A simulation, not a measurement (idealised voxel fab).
Proc. module: voxel wiring stack
Section shown: cut. Width: 175 nm. Cell size: 5 nm, square.
If you're reading a cross-section in this doc, picture square cells in a grid; it comes to you as bands, top ones listed first down to the bottom, and a band can be one or more rows of cells.
What a band's entry tells you: where the top is and where the bottom is, as heights in nm, and after that what lies inside, material by material from left to right, each with its width in nm. Empty space is written as the word "air", and a single material marked with the word "edge to edge" occupies the band from edge to edge.
Basically, 0 is our baseline, since under it the wafer straight out of the box is all one material. The bottom band has no lower end and keeps on going down, so it looks like "0 down".
The notation "30 to 40" denotes a width that varies across the rows of cells in the band, beginning at the first number in the top row, finishing at the second number in the bottom row, and changing by an identical amount from each row to the next.
When a step is marked "remains unaltered", none of the cells in the cross-section changed during that step.
"Closed-off voids": empty spaces of 8 cells or more with no open way to the top, each given as width x height at distance, distance from the left edge, all in nm.
If you see something after the settings on a step's line, that's the simulator's own remark about that step.
"overlay nm" denotes, for a step that has a mask, the displacement of the mask to the right of its planned place, with negative values corresponding to the left.
plan
| 1 | op RECEIVE | material Si |
| 2 | op CONFORMAL_DEP | material SiO2 | thk nm 15 |
| 3 | op DIRECTIONAL_DEP | material TiN | thk nm 5 |
| 4 | op DIRECTIONAL_DEP | material Ru | thk nm 15 |
| 5 | op MASKED_ETCH | tone cover | mask id METAL_1 | width nm 20 | pitch nm 40 | etch materials Ru | depth nm 15 | overlay nm 0 |
| 6 | op MASKED_ETCH | tone cover | mask id METAL_1 | width nm 20 | pitch nm 40 | etch materials TiN | depth nm 5 | overlay nm 0 |
| 7 | op CONFORMAL_DEP | material SiN | thk nm 5 |
| 8 | op FILL_DEP | material SiO2 | thk nm 10 |
| 9 | op CMP | height nm 35 |
| 10 | op CONFORMAL_DEP | material SiCN | thk nm 5 |
| 11 | op DIRECTIONAL_DEP | material SiO2 | thk nm 20 |
| 12 | op DIRECTIONAL_DEP | material aC | thk nm 10 |
| 13 | op PATTERN | tone open | mask id PLUG_1 | material resist | width nm 15 | pitch nm 80 | thk nm 30 | overlay nm 0 |
| 14 | op DIRECTIONAL_ETCH | etch materials aC | depth nm 10 |
| 15 | op STRIP | etch materials resist |
| 16 | op DIRECTIONAL_ETCH | etch materials SiO2 | depth nm 20 |
| 17 | op DIRECTIONAL_ETCH | etch materials SiCN | depth nm 5 |
| 18 | op STRIP | etch materials aC |
| 19 | op CONFORMAL_DEP | material TiN | thk nm 5 |
| 20 | op FILL_DEP | material Ru | thk nm 5 |
| 21 | op CMP | height nm 60 |
| 22 | op CONFORMAL_DEP | material SiCN | thk nm 5 |
| 23 | op DIRECTIONAL_DEP | material SiO2 | thk nm 15 |
| 24 | op MASKED_ETCH | tone open | mask id METAL_2 | width nm 20 | pitch nm 40 | etch materials SiO2 | depth nm 15 | overlay nm 0 |
| 25 | op MASKED_ETCH | tone open | mask id METAL_2 | width nm 20 | pitch nm 40 | etch materials SiCN | depth nm 5 | overlay nm 0 |
| 26 | op CONFORMAL_DEP | material TiN | thk nm 5 |
| 27 | op FILL_DEP | material Ru | thk nm 5 |
| 28 | op CMP | height nm 80 |
| 29 | op CONFORMAL_DEP | material SiCN | thk nm 5 |
So this is the incoming wafer in cross-section - it's already been through step 1
- 0 down = Si edge to edge
- Closed-off voids: none
Below is the wafer in cross-section after the module was completed. It began from the starting point shown above and followed the plan shown above, except that one mistake was made while running it
- 85 to 80 = SiCN edge to edge
- 80 to 65 = SiO2 35 nm  TiN 5 nm  Ru 10 nm  TiN 5 nm  SiO2 20 nm  TiN 5 nm  Ru 10 nm  TiN 5 nm  SiO2 20 nm  TiN 5 nm  Ru 10 nm  TiN 5 nm  SiO2 40 nm
- 65 to 60 = SiCN 35 nm  TiN 20 nm  SiCN 20 nm  TiN 20 nm  SiCN 20 nm  TiN 20 nm  SiCN 40 nm
- 60 to 40 = SiO2 35 nm  TiN 5 nm  Ru 5 nm  TiN 5 nm  SiO2 65 nm  TiN 5 nm  Ru 5 nm  TiN 5 nm  SiO2 45 nm
- 40 to 35 = SiCN 35 nm  TiN 15 nm  SiCN 65 nm  TiN 15 nm  SiCN 45 nm
- 35 to 25 = SiO2 40 nm  SiN 5 nm  Ru 20 nm  SiN 5 nm  SiO2 10 nm  SiN 5 nm  Ru 20 nm  SiN 5 nm  SiO2 10 nm  SiN 5 nm  Ru 20 nm  SiN 5 nm  SiO2 25 nm
- 25 to 20 = SiO2 30 nm  SiN 15 nm  Ru 20 nm  SiN 20 nm  Ru 20 nm  SiN 20 nm  Ru 20 nm  SiN 5 nm  SiO2 25 nm
- 20 to 15 = SiN 35 nm  TiN 30 nm  SiN 10 nm  TiN 30 nm  SiN 10 nm  TiN 30 nm  SiN 30 nm
- 15 to 0 = SiO2 edge to edge
- 0 down = Si edge to edge
- Closed-off voids: none
What was the processing mistake? step 5 was not run as planned; what actually ran was op MASKED_ETCH | tone cover | mask id METAL_1 | width nm 20 | pitch nm 40 | etch materials Ru | depth nm 15 | overlay nm 10
